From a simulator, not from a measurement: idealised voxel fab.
process module | voxel gate over fins
cross-section cut | 280 nm wide | cells 5 nm
A cross-section is a grid of square cells, given in bands from the top down. A band is one or more rows of cells.
Each band's line starts with the height of the band's top and of its bottom, in nm. Then come its materials from left to right, each with its width in nm. One material with "throughout" fills the band from edge to edge. "air" is empty space.
Height 0 is the level under which the wafer as received is all one material. The lowest band goes on downwards, as in "0 down".
A width such as "30 to 40" changes by the same amount from each row of cells to the next, from the band's top row to its bottom row.
"no change" after a step means that no cell of the cross-section changed.
closed voids: empty space of 8 cells or more with no open way to the top, each as width x height at its distance from the left edge, in nm
after a step's settings: what the simulator itself notes on the step
overlay nm, on a step with a mask: how far to the right of its planned place the mask lay; to the left if negative
Each pair below shows a cross-section before one step and the cross-section after it, down to the lowest band that changed. The line under each pair gives the step between them, with its settings. The pairs can come from different runs of this module on the same starting wafer, so a pair continues from the pair above only where its "before" says so.
before
  0 down: Si throughout
  closed voids: none
after
  5 to 0: SiN throughout
  below 0: unchanged
  closed voids: none
the step between: op CONFORMAL_DEP | material SiN | thk nm 5
before: the cross-section after the pair above
after
  5 to 0: air 65 | SiN 15 | air 30 | SiN 15 | air 30 | SiN 15 | air 30 | SiN 15 | air 65
  below 0: unchanged
  closed voids: none
the step between: op MASKED_ETCH | tone cover | mask id FINS | width nm 15 | pitch nm 45 | etch materials SiN | depth nm 5 | overlay nm 0
before: the cross-section after the pair above
after
  5 to 0: air 65 | SiN 15 | air 30 | SiN 15 | air 30 | SiN 15 | air 30 | SiN 15 | air 65
  0 to -30: air 65 | Si 15 | air 30 | Si 15 | air 30 | Si 15 | air 30 | Si 15 | air 65
  below -30: unchanged
  closed voids: none
the step between: op MASKED_ETCH | tone cover | mask id FINS | width nm 15 | pitch nm 45 | etch materials Si | depth nm 30 | overlay nm 0
before: the cross-section after the pair above
after
  20 to 5: SiO2 throughout
  5 to 0: SiO2 65 | SiN 15 | SiO2 30 | SiN 15 | SiO2 30 | SiN 15 | SiO2 30 | SiN 15 | SiO2 65
  0 to -30: SiO2 65 | Si 15 | SiO2 30 | Si 15 | SiO2 30 | Si 15 | SiO2 30 | Si 15 | SiO2 65
  below -30: unchanged
  closed voids: none
the step between: op FILL_DEP | material SiO2 | thk nm 15
before: the cross-section after the pair above
after
  5 to 0: SiO2 65 | SiN 15 | SiO2 30 | SiN 15 | SiO2 30 | SiN 15 | SiO2 30 | SiN 15 | SiO2 65
  below 0: unchanged
  closed voids: none
the step between: op CMP | height nm 5
before: the cross-section after the pair above
after
  5 to 0: air 65 | SiN 15 | air 30 | SiN 15 | air 30 | SiN 15 | air 30 | SiN 15 | air 65
  0 to -10: air 65 | Si 15 | air 30 | Si 15 | air 30 | Si 15 | air 30 | Si 15 | air 65
  below -10: unchanged
  closed voids: none
the step between: op SELECTIVE_ETCH | etch materials SiO2 | depth nm 15
before: the cross-section after the pair above
after
  0 to -10: air 65 | Si 15 | air 30 | Si 15 | air 30 | Si 15 | air 30 | Si 15 | air 65
  below -10: unchanged
  closed voids: none
the step between: op STRIP | etch materials SiN
before: the cross-section after the pair above
after
  5 to 0: air 60 | HfO2 25 | air 20 | HfO2 25 | air 20 | HfO2 25 | air 20 | HfO2 25 | air 60
  0 to -5: air 60 | HfO2 5 | Si 15 | HfO2 5 | air 20 | HfO2 5 | Si 15 | HfO2 5 | air 20 | HfO2 5 | Si 15 | HfO2 5 | air 20 | HfO2 5 | Si 15 | HfO2 5 | air 60
  -5 to -10: HfO2 65 | Si 15 | HfO2 30 | Si 15 | HfO2 30 | Si 15 | HfO2 30 | Si 15 | HfO2 65
  below -10: unchanged
  closed voids: none
the step between: op CONFORMAL_DEP | material HfO2 | thk nm 5
before: the cross-section after the pair above
after
  10 to 5: air 55 | TiN 35 | air 10 | TiN 35 | air 10 | TiN 35 | air 10 | TiN 35 | air 55
  5 to 0: air 55 | TiN 5 | HfO2 25 | TiN 5 | air 10 | TiN 5 | HfO2 25 | TiN 5 | air 10 | TiN 5 | HfO2 25 | TiN 5 | air 10 | TiN 5 | HfO2 25 | TiN 5 | air 55
  0 to -5: TiN 60 | HfO2 5 | Si 15 | HfO2 5 | TiN 20 | HfO2 5 | Si 15 | HfO2 5 | TiN 20 | HfO2 5 | Si 15 | HfO2 5 | TiN 20 | HfO2 5 | Si 15 | HfO2 5 | TiN 60
  below -5: unchanged
  closed voids: none
the step between: op CONFORMAL_DEP | material TiN | thk nm 5
before: the cross-section after the pair above
after
  20 to 10: W throughout
  10 to 5: W 55 | TiN 35 | W 10 | TiN 35 | W 10 | TiN 35 | W 10 | TiN 35 | W 55
  5 to 0: W 55 | TiN 5 | HfO2 25 | TiN 5 | W 10 | TiN 5 | HfO2 25 | TiN 5 | W 10 | TiN 5 | HfO2 25 | TiN 5 | W 10 | TiN 5 | HfO2 25 | TiN 5 | W 55
  below 0: unchanged
  closed voids: none
the step between: op FILL_DEP | material W | thk nm 10
before: the cross-section after the pair above
after
  15 to 10: W throughout
  below 10: unchanged
  closed voids: none
the step between: op CMP | height nm 15
before: the cross-section after the pair above
after
  20 to 15: SiCN throughout
  below 15: unchanged
  closed voids: none
the step between: op CONFORMAL_DEP | material SiCN | thk nm 5
before
  0 to -10: air 65 | Si 15 | air 30 | Si 15 | air 30 | Si 15 | air 30 | Si 15 | air 65
  -10 to -30: SiO2 65 | Si 15 | SiO2 30 | Si 15 | SiO2 30 | Si 15 | SiO2 30 | Si 15 | SiO2 65
  -30 down: Si throughout
  closed voids: none
after
  5 to 0: air 60 | TiN 25 | air 20 | TiN 25 | air 20 | TiN 25 | air 20 | TiN 25 | air 60
  0 to -5: air 60 | TiN 5 | Si 15 | TiN 5 | air 20 | TiN 5 | Si 15 | TiN 5 | air 20 | TiN 5 | Si 15 | TiN 5 | air 20 | TiN 5 | Si 15 | TiN 5 | air 60
  -5 to -10: TiN 65 | Si 15 | TiN 30 | Si 15 | TiN 30 | Si 15 | TiN 30 | Si 15 | TiN 65
  below -10: unchanged
  closed voids: none
the step between: op CONFORMAL_DEP | material TiN | thk nm 5
before: the cross-section after the pair above
after
  15 to 5: W throughout
  5 to 0: W 60 | TiN 25 | W 20 | TiN 25 | W 20 | TiN 25 | W 20 | TiN 25 | W 60
  0 to -5: W 60 | TiN 5 | Si 15 | TiN 5 | W 20 | TiN 5 | Si 15 | TiN 5 | W 20 | TiN 5 | Si 15 | TiN 5 | W 20 | TiN 5 | Si 15 | TiN 5 | W 60
  below -5: unchanged
  closed voids: none
the step between: op FILL_DEP | material W | thk nm 10
before: the cross-section after the pair above
after
  20 to 15: SiCN throughout
  below 15: unchanged
  closed voids: none
the step between: op CONFORMAL_DEP | material SiCN | thk nm 5
before
  5 to 0: air 65 | SiN 15 | air 30 | SiN 15 | air 30 | SiN 15 | air 30 | SiN 15 | air 65
  0 to -10: air 65 | Si 15 | air 30 | Si 15 | air 30 | Si 15 | air 30 | Si 15 | air 65
  -10 to -30: SiO2 65 | Si 15 | SiO2 30 | Si 15 | SiO2 30 | Si 15 | SiO2 30 | Si 15 | SiO2 65
  -30 down: Si throughout
  closed voids: none
after
  5 to 0: air 65 | SiN 15 | air 30 | SiN 15 | air 30 | SiN 15 | air 30 | SiN 15 | air 65
  0 to -25: air 65 | Si 15 | air 30 | Si 15 | air 30 | Si 15 | air 30 | Si 15 | air 65
  below -25: unchanged
  closed voids: none
the step between: op SELECTIVE_ETCH | etch materials SiO2 | depth nm 15
before: the cross-section after the pair above
after
  0 to -25: air 65 | Si 15 | air 30 | Si 15 | air 30 | Si 15 | air 30 | Si 15 | air 65
  below -25: unchanged
  closed voids: none
the step between: op STRIP | etch materials SiN
before: the cross-section after the pair above
after
  5 to 0: air 60 | HfO2 25 | air 20 | HfO2 25 | air 20 | HfO2 25 | air 20 | HfO2 25 | air 60
  0 to -20: air 60 | HfO2 5 | Si 15 | HfO2 5 | air 20 | HfO2 5 | Si 15 | HfO2 5 | air 20 | HfO2 5 | Si 15 | HfO2 5 | air 20 | HfO2 5 | Si 15 | HfO2 5 | air 60
  -20 to -25: HfO2 65 | Si 15 | HfO2 30 | Si 15 | HfO2 30 | Si 15 | HfO2 30 | Si 15 | HfO2 65
  below -25: unchanged
  closed voids: none
the step between: op CONFORMAL_DEP | material HfO2 | thk nm 5
before: the cross-section after the pair above
after
  10 to 5: air 55 | TiN 35 | air 10 | TiN 35 | air 10 | TiN 35 | air 10 | TiN 35 | air 55
  5 to 0: air 55 | TiN 5 | HfO2 25 | TiN 5 | air 10 | TiN 5 | HfO2 25 | TiN 5 | air 10 | TiN 5 | HfO2 25 | TiN 5 | air 10 | TiN 5 | HfO2 25 | TiN 5 | air 55
  0 to -15: air 55 | TiN 5 | HfO2 5 | Si 15 | HfO2 5 | TiN 5 | air 10 | TiN 5 | HfO2 5 | Si 15 | HfO2 5 | TiN 5 | air 10 | TiN 5 | HfO2 5 | Si 15 | HfO2 5 | TiN 5 | air 10 | TiN 5 | HfO2 5 | Si 15 | HfO2 5 | TiN 5 | air 55
  -15 to -20: TiN 60 | HfO2 5 | Si 15 | HfO2 5 | TiN 20 | HfO2 5 | Si 15 | HfO2 5 | TiN 20 | HfO2 5 | Si 15 | HfO2 5 | TiN 20 | HfO2 5 | Si 15 | HfO2 5 | TiN 60
  below -20: unchanged
  closed voids: none
the step between: op CONFORMAL_DEP | material TiN | thk nm 5
before: the cross-section after the pair above
after
  20 to 10: W throughout
  10 to 5: W 55 | TiN 35 | W 10 | TiN 35 | W 10 | TiN 35 | W 10 | TiN 35 | W 55
  5 to 0: W 55 | TiN 5 | HfO2 25 | TiN 5 | W 10 | TiN 5 | HfO2 25 | TiN 5 | W 10 | TiN 5 | HfO2 25 | TiN 5 | W 10 | TiN 5 | HfO2 25 | TiN 5 | W 55
  0 to -15: W 55 | TiN 5 | HfO2 5 | Si 15 | HfO2 5 | TiN 5 | W 10 | TiN 5 | HfO2 5 | Si 15 | HfO2 5 | TiN 5 | W 10 | TiN 5 | HfO2 5 | Si 15 | HfO2 5 | TiN 5 | W 10 | TiN 5 | HfO2 5 | Si 15 | HfO2 5 | TiN 5 | W 55
  below -15: unchanged
  closed voids: none
the step between: op FILL_DEP | material W | thk nm 10
before: the cross-section after the pair above
after
  15 to 10: W throughout
  below 10: unchanged
  closed voids: none
the step between: op CMP | height nm 15
before: the cross-section after the pair above
after
  20 to 15: SiCN throughout
  below 15: unchanged
  closed voids: none
the step between: op CONFORMAL_DEP | material SiCN | thk nm 5
before
  5 to 0: air 60 | TiN 25 | air 20 | TiN 25 | air 20 | TiN 25 | air 20 | TiN 25 | air 60
  0 to -5: air 60 | TiN 5 | Si 15 | TiN 5 | air 20 | TiN 5 | Si 15 | TiN 5 | air 20 | TiN 5 | Si 15 | TiN 5 | air 20 | TiN 5 | Si 15 | TiN 5 | air 60
  -5 to -10: TiN 65 | Si 15 | TiN 30 | Si 15 | TiN 30 | Si 15 | TiN 30 | Si 15 | TiN 65
  -10 to -30: SiO2 65 | Si 15 | SiO2 30 | Si 15 | SiO2 30 | Si 15 | SiO2 30 | Si 15 | SiO2 65
  -30 down: Si throughout
  closed voids: none
after
  10 to 5: air 55 | HfO2 35 | air 10 | HfO2 35 | air 10 | HfO2 35 | air 10 | HfO2 35 | air 55
  5 to 0: air 55 | HfO2 5 | TiN 25 | HfO2 5 | air 10 | HfO2 5 | TiN 25 | HfO2 5 | air 10 | HfO2 5 | TiN 25 | HfO2 5 | air 10 | HfO2 5 | TiN 25 | HfO2 5 | air 55
  0 to -5: HfO2 60 | TiN 5 | Si 15 | TiN 5 | HfO2 20 | TiN 5 | Si 15 | TiN 5 | HfO2 20 | TiN 5 | Si 15 | TiN 5 | HfO2 20 | TiN 5 | Si 15 | TiN 5 | HfO2 60
  below -5: unchanged
  closed voids: none
the step between: op CONFORMAL_DEP | material HfO2 | thk nm 5
before: the cross-section after the pair above
after
  20 to 10: W throughout
  10 to 5: W 55 | HfO2 35 | W 10 | HfO2 35 | W 10 | HfO2 35 | W 10 | HfO2 35 | W 55
  5 to 0: W 55 | HfO2 5 | TiN 25 | HfO2 5 | W 10 | HfO2 5 | TiN 25 | HfO2 5 | W 10 | HfO2 5 | TiN 25 | HfO2 5 | W 10 | HfO2 5 | TiN 25 | HfO2 5 | W 55
  below 0: unchanged
  closed voids: none
the step between: op FILL_DEP | material W | thk nm 10
before: the cross-section after the pair above
after
  15 to 10: W throughout
  below 10: unchanged
  closed voids: none
the step between: op CMP | height nm 15
before: the cross-section after the pair above
after
  20 to 15: SiCN throughout
  below 15: unchanged
  closed voids: none
the step between: op CONFORMAL_DEP | material SiCN | thk nm 5
before
  5 to 0: air 65 | SiN 15 | air 30 | SiN 15 | air 30 | SiN 15 | air 30 | SiN 15 | air 65
  0 down: Si throughout
  closed voids: none
after
  5 to 0: air 65 | SiN 15 | air 30 | SiN 15 | air 30 | SiN 15 | air 30 | SiN 15 | air 65
  0 to -20: air 65 | Si 15 | air 30 | Si 15 | air 30 | Si 15 | air 30 | Si 15 | air 65
  below -20: unchanged
  closed voids: none
the step between: op MASKED_ETCH | tone cover | mask id FINS | width nm 15 | pitch nm 45 | etch materials Si | depth nm 20 | overlay nm 0
before: the cross-section after the pair above
after
  20 to 5: SiO2 throughout
  5 to 0: SiO2 65 | SiN 15 | SiO2 30 | SiN 15 | SiO2 30 | SiN 15 | SiO2 30 | SiN 15 | SiO2 65
  0 to -20: SiO2 65 | Si 15 | SiO2 30 | Si 15 | SiO2 30 | Si 15 | SiO2 30 | Si 15 | SiO2 65
  below -20: unchanged
  closed voids: none
the step between: op FILL_DEP | material SiO2 | thk nm 15
before: the cross-section after the pair above
after
  5 to 0: SiO2 65 | SiN 15 | SiO2 30 | SiN 15 | SiO2 30 | SiN 15 | SiO2 30 | SiN 15 | SiO2 65
  below 0: unchanged
  closed voids: none
the step between: op CMP | height nm 5
before: the cross-section after the pair above
after
  5 to 0: air 65 | SiN 15 | air 30 | SiN 15 | air 30 | SiN 15 | air 30 | SiN 15 | air 65
  0 to -10: air 65 | Si 15 | air 30 | Si 15 | air 30 | Si 15 | air 30 | Si 15 | air 65
  below -10: unchanged
  closed voids: none
the step between: op SELECTIVE_ETCH | etch materials SiO2 | depth nm 15
before: the cross-section after the pair above
after
  0 to -10: air 65 | Si 15 | air 30 | Si 15 | air 30 | Si 15 | air 30 | Si 15 | air 65
  below -10: unchanged
  closed voids: none
the step between: op STRIP | etch materials SiN
before: the cross-section after the pair above
after
  5 to 0: air 60 | HfO2 25 | air 20 | HfO2 25 | air 20 | HfO2 25 | air 20 | HfO2 25 | air 60
  0 to -5: air 60 | HfO2 5 | Si 15 | HfO2 5 | air 20 | HfO2 5 | Si 15 | HfO2 5 | air 20 | HfO2 5 | Si 15 | HfO2 5 | air 20 | HfO2 5 | Si 15 | HfO2 5 | air 60
  -5 to -10: HfO2 65 | Si 15 | HfO2 30 | Si 15 | HfO2 30 | Si 15 | HfO2 30 | Si 15 | HfO2 65
  below -10: unchanged
  closed voids: none
the step between: op CONFORMAL_DEP | material HfO2 | thk nm 5
before: the cross-section after the pair above
after
  10 to 5: air 55 | TiN 35 | air 10 | TiN 35 | air 10 | TiN 35 | air 10 | TiN 35 | air 55
  5 to 0: air 55 | TiN 5 | HfO2 25 | TiN 5 | air 10 | TiN 5 | HfO2 25 | TiN 5 | air 10 | TiN 5 | HfO2 25 | TiN 5 | air 10 | TiN 5 | HfO2 25 | TiN 5 | air 55
  0 to -5: TiN 60 | HfO2 5 | Si 15 | HfO2 5 | TiN 20 | HfO2 5 | Si 15 | HfO2 5 | TiN 20 | HfO2 5 | Si 15 | HfO2 5 | TiN 20 | HfO2 5 | Si 15 | HfO2 5 | TiN 60
  below -5: unchanged
  closed voids: none
the step between: op CONFORMAL_DEP | material TiN | thk nm 5
before: the cross-section after the pair above
after
  20 to 10: W throughout
  10 to 5: W 55 | TiN 35 | W 10 | TiN 35 | W 10 | TiN 35 | W 10 | TiN 35 | W 55
  5 to 0: W 55 | TiN 5 | HfO2 25 | TiN 5 | W 10 | TiN 5 | HfO2 25 | TiN 5 | W 10 | TiN 5 | HfO2 25 | TiN 5 | W 10 | TiN 5 | HfO2 25 | TiN 5 | W 55
  below 0: unchanged
  closed voids: none
the step between: op FILL_DEP | material W | thk nm 10
before: the cross-section after the pair above
after
  15 to 10: W throughout
  below 10: unchanged
  closed voids: none
the step between: op CMP | height nm 15
before: the cross-section after the pair above
after
  20 to 15: SiCN throughout
  below 15: unchanged
  closed voids: none
the step between: op CONFORMAL_DEP | material SiCN | thk nm 5
before
  5 to 0: air 60 | HfO2 25 | air 20 | HfO2 25 | air 20 | HfO2 25 | air 20 | HfO2 25 | air 60
  0 to -5: air 60 | HfO2 5 | Si 15 | HfO2 5 | air 20 | HfO2 5 | Si 15 | HfO2 5 | air 20 | HfO2 5 | Si 15 | HfO2 5 | air 20 | HfO2 5 | Si 15 | HfO2 5 | air 60
  -5 to -10: HfO2 65 | Si 15 | HfO2 30 | Si 15 | HfO2 30 | Si 15 | HfO2 30 | Si 15 | HfO2 65
  -10 to -30: SiO2 65 | Si 15 | SiO2 30 | Si 15 | SiO2 30 | Si 15 | SiO2 30 | Si 15 | SiO2 65
  -30 down: Si throughout
  closed voids: none
after
  10 to 0: air 55 | HfO2 35 | air 10 | HfO2 35 | air 10 | HfO2 35 | air 10 | HfO2 35 | air 55
  0 to -10: HfO2 65 | Si 15 | HfO2 30 | Si 15 | HfO2 30 | Si 15 | HfO2 30 | Si 15 | HfO2 65
  below -10: unchanged
  closed voids: none
the step between: op CONFORMAL_DEP | material HfO2 | thk nm 5
before: the cross-section after the pair above
after
  20 to 10: W throughout
  10 to 0: W 55 | HfO2 35 | W 10 | HfO2 35 | W 10 | HfO2 35 | W 10 | HfO2 35 | W 55
  below 0: unchanged
  closed voids: none
the step between: op FILL_DEP | material W | thk nm 10
before: the cross-section after the pair above
after
  15 to 10: W throughout
  below 10: unchanged
  closed voids: none
the step between: op CMP | height nm 15
before: the cross-section after the pair above
after
  20 to 15: SiCN throughout
  below 15: unchanged
  closed voids: none
the step between: op CONFORMAL_DEP | material SiCN | thk nm 5
